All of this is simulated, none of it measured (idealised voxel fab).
The following is a process module called voxel capacitor over wiring.
This is section cut - it's 180 nm across, gridded in 5 nm square cells.
We lay out every cross-section as a grid of square cells and spell it out in bands from the top down, where one band means one or more rows of cells. Look at the band entry: it leads with the top's height and the bottom's height in nm. Then it lists the materials left to right, with a width in nm for each. The word "everywhere" on a single material says that material fills the band edge to edge. The word "empty" is empty space. Height 0 is the level under which the wafer as received is all one material. The lowest band goes on downwards, as in "0 and below". Think of "30->40" as a width that walks from the first number to the second as you go down the band, top row to bottom row, taking equal-sized steps from row to row. Step marked "no change"? Then no cell in the cross-section changed in it. Closed-off voids of 8+ cells (no open route to the top) go in "Enclosed internal voids", written width x height at distance from the left edge, in nm. after a step's settings: what the simulator itself notes on the step. overlay nm: for a step with a mask, the amount by which the mask lay right of where it was planned; a negative amount means left of it.
-- Here's what the planned process steps look like
1 RECEIVE (material Si)
2 CONFORMAL_DEP (material SiO2; thk nm 15)
3 CONFORMAL_DEP (material SiN; thk nm 5)
4 DIRECTIONAL_DEP (material lowk; thk nm 20)
5 DIRECTIONAL_DEP (material aC; thk nm 10)
6 PATTERN (tone open; mask id METAL_1; material resist; width nm 25; pitch nm 75; thk nm 30; overlay nm 0)
7 DIRECTIONAL_ETCH (etch materials aC; depth nm 10)
8 STRIP (etch materials resist)
9 DIRECTIONAL_ETCH (etch materials lowk; depth nm 20)
10 DIRECTIONAL_ETCH (etch materials SiN; depth nm 5)
11 STRIP (etch materials aC)
12 CONFORMAL_DEP (material TiN; thk nm 5)
13 FILL_DEP (material W; thk nm 10)
14 CMP (height nm 40)
15 CONFORMAL_DEP (material SiCN; thk nm 5)
16 DIRECTIONAL_DEP (material lowk; thk nm 15)
17 DIRECTIONAL_DEP (material aC; thk nm 15)
18 PATTERN (tone open; mask id PLUG_1; material resist; width nm 15; thk nm 35; overlay nm 0)
19 DIRECTIONAL_ETCH (etch materials aC; depth nm 15)
20 STRIP (etch materials resist)
21 DIRECTIONAL_ETCH (etch materials lowk; depth nm 15)
22 DIRECTIONAL_ETCH (etch materials SiCN; depth nm 5)
23 STRIP (etch materials aC)
24 CONFORMAL_DEP (material TiN; thk nm 5)
25 FILL_DEP (material Ru; thk nm 5)
26 CMP (height nm 60)
27 DIRECTIONAL_DEP (material TiN; thk nm 10)
28 DIRECTIONAL_DEP (material Al2O3; thk nm 5)
29 DIRECTIONAL_DEP (material TiN; thk nm 5)
30 PATTERN (tone cover; mask id UPPER_PLATE; material resist; width nm 55; thk nm 20; overlay nm 0)
31 DIRECTIONAL_ETCH (etch materials TiN; depth nm 5)
32 DIRECTIONAL_ETCH (etch materials Al2O3; depth nm 5)
33 STRIP (etch materials resist)
34 PATTERN (tone cover; mask id LOWER_PLATE; material resist; width nm 65; thk nm 20; overlay nm 0)
35 DIRECTIONAL_ETCH (etch materials TiN; depth nm 10)
36 STRIP (etch materials resist)
37 FILL_DEP (material SiO2; thk nm 20)
38 CMP (height nm 95)
39 DIRECTIONAL_DEP (material aC; thk nm 15)
40 PATTERN (tone open; mask id PLUG_2; material resist; width nm 15; thk nm 30; overlay nm 0)
41 DIRECTIONAL_ETCH (etch materials aC; depth nm 15)
42 STRIP (etch materials resist)
43 DIRECTIONAL_ETCH (etch materials SiO2; depth nm 15)
44 STRIP (etch materials aC)
45 CONFORMAL_DEP (material TiN; thk nm 5)
46 FILL_DEP (material Cu; thk nm 10)
47 CMP (height nm 95)
48 CONFORMAL_DEP (material SiN; thk nm 5)
-- Incoming wafer, cross-sectional view, post step 1
- 0 and below | Si everywhere
- Enclosed internal voids: none
-- Wafer cross-section at module end: first of two, run to plan
- 100 down to 95 | SiN everywhere
- 95 down to 85 | SiO2 60 / TiN 5 / Cu 5 / TiN 5 / SiO2 105
- 85 down to 75 | SiO2 60->50 / TiN 15->55 / SiO2 105->75
- 75 down to 70 | SiO2 50 / Al2O3 55 / SiO2 75
- 70 down to 60 | SiO2 45 / TiN 65 / SiO2 70
- 60 down to 45 | lowk 50 / TiN 5 / Ru 5 / TiN 5 / lowk 115
- 45 down to 40 | SiCN 50 / TiN 15 / SiCN 115
- 40 down to 20 | lowk 40 / TiN 5 / W 15 / TiN 5 / lowk 50 / TiN 5 / W 15 / TiN 5 / lowk 40
- 20 down to 15 | SiN 40 / TiN 25 / SiN 50 / TiN 25 / SiN 40
- 15 down to 0 | SiO2 everywhere
- 0 and below | Si everywhere
- Enclosed internal voids: none
-- This cross-section belongs to the second wafer of two at the end of the module; the start and the plan were shared with the first, and the run included one mistake
- 100 down to 95 | SiN everywhere
- 95 down to 85 | SiO2 60 / TiN 5 / Cu 5 / TiN 5 / SiO2 105
- 85 down to 80 | SiO2 60 / TiN 15 / SiO2 105
- 80 down to 75 | SiO2 45 / TiN 5 / SiO2 55 / TiN 5 / SiO2 70
- 75 down to 70 | Al2O3 50 / SiO2 55 / Al2O3 75
- 70 down to 60 | TiN everywhere
- 60 down to 45 | lowk 50 / TiN 5 / Ru 5 / TiN 5 / lowk 115
- 45 down to 40 | SiCN 50 / TiN 15 / SiCN 115
- 40 down to 20 | lowk 40 / TiN 5 / W 15 / TiN 5 / lowk 50 / TiN 5 / W 15 / TiN 5 / lowk 40
- 20 down to 15 | SiN 40 / TiN 25 / SiN 50 / TiN 25 / SiN 40
- 15 down to 0 | SiO2 everywhere
- 0 and below | Si everywhere
- Enclosed internal voids: none
Where did the run depart from the plan? step 30 was not run as planned; what actually ran was PATTERN (tone open; mask id UPPER_PLATE; material resist; width nm 55; thk nm 20; overlay nm 0)
It is noted that, at the conclusion of processing, the second wafer exhibits a higher or lower cell count for certain materials relative to the first: Al2O3: 14 more; SiO2: 51 fewer; TiN: 37 more
